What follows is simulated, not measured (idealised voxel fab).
Process module under the name voxel wiring stack
This is section cut - it's 230 nm across, gridded in 5 nm square cells.
A cross-section is a grid of square cells, given in bands from the top down. A band is one or more rows of cells.
The entry gives the band's vertical extent as a top height and a bottom height in nm, then its horizontal make-up as materials from left to right, each with a width in nm. "empty" stands for empty space; a single material marked "everywhere" fills the band edge to edge.
Heads up on the height convention: 0 is the point under which the incoming wafer is all one material, and the lowest band has no bottom, it just keeps going down, like "z 0 and below".
Graded width ("30 to 40"): value in top row of band = first number; value in bottom row = second number; row-to-row change constant.
"everything unchanged", as given for a step, is the statement that not any cell of the cross-section underwent a change during that step.
Voids not open to the top, 8 cells minimum: see "Entrapped void list". Written width x height at distance; distance is from the left edge; nm.
It should be noted that, on the line of a given step, the content following the step's settings is a remark produced by the simulator itself with respect to that step.
"overlay nm" on a masked step: distance the mask lay right of its planned place, negative for left.
**The following list gives the planned process steps**
step 1: RECEIVE (material Si)
step 2: CONFORMAL_DEP (material SiO2; thk nm 10)
step 3: DIRECTIONAL_DEP (material TiN; thk nm 5)
step 4: DIRECTIONAL_DEP (material W; thk nm 25)
step 5: DIRECTIONAL_DEP (material aC; thk nm 15)
step 6: PATTERN (tone cover; mask id METAL_1; material resist; width nm 20; pitch nm 45; thk nm 35; overlay nm 0)
step 7: DIRECTIONAL_ETCH (etch materials aC; depth nm 15)
step 8: STRIP (etch materials resist)
step 9: DIRECTIONAL_ETCH (etch materials W; depth nm 25)
step 10: DIRECTIONAL_ETCH (etch materials TiN; depth nm 5)
step 11: STRIP (etch materials aC)
step 12: CONFORMAL_DEP (material SiCN; thk nm 5)
step 13: FILL_DEP (material lowk; thk nm 5)
step 14: CMP (height nm 40)
step 15: CONFORMAL_DEP (material SiCN; thk nm 5)
step 16: DIRECTIONAL_DEP (material SiO2; thk nm 25)
step 17: MASKED_ETCH (tone open; mask id METAL_2; width nm 20; pitch nm 45; etch materials SiO2; depth nm 15; overlay nm 0)
step 18: PATTERN (tone open; mask id METAL_2_HOLES; material resist; width nm 15; pitch nm 90; thk nm 15; overlay nm 0)
step 19: DIRECTIONAL_ETCH (etch materials SiO2; depth nm 10)
step 20: DIRECTIONAL_ETCH (etch materials SiCN; depth nm 5)
step 21: STRIP (etch materials resist)
step 22: CONFORMAL_DEP (material TiN; thk nm 5)
step 23: FILL_DEP (material Cu; thk nm 5)
step 24: CMP (height nm 70)
step 25: CONFORMAL_DEP (material SiCN; thk nm 5)
**Cross-sectional view of the wafer in its as-received condition, corresponding to the state after step 1**
	z 0 and below  Si everywhere
	Entrapped void list: none
**Here's the wafer cut in cross-section after the module, started and planned just like above, except one thing was done wrong in the run**
	z 75 to 70  SiCN everywhere
	z 70 to 45  SiO2 everywhere
	z 45 to 40  SiCN everywhere
	z 40 to 15  30 nm lowk  5 nm SiCN  20 nm W  5 nm SiCN  15 nm lowk  5 nm SiCN  20 nm W  5 nm SiCN  15 nm lowk  5 nm SiCN  20 nm W  5 nm SiCN  15 nm lowk  5 nm SiCN  20 nm W  5 nm SiCN  35 nm lowk
	z 15 to 10  35 nm SiCN  20 nm TiN  25 nm SiCN  20 nm TiN  25 nm SiCN  20 nm TiN  25 nm SiCN  20 nm TiN  40 nm SiCN
	z 10 to 0  SiO2 everywhere
	z 0 and below  Si everywhere
	Entrapped void list: none
Nonconformance to the process plan: execution of plan step 16 occurred twice
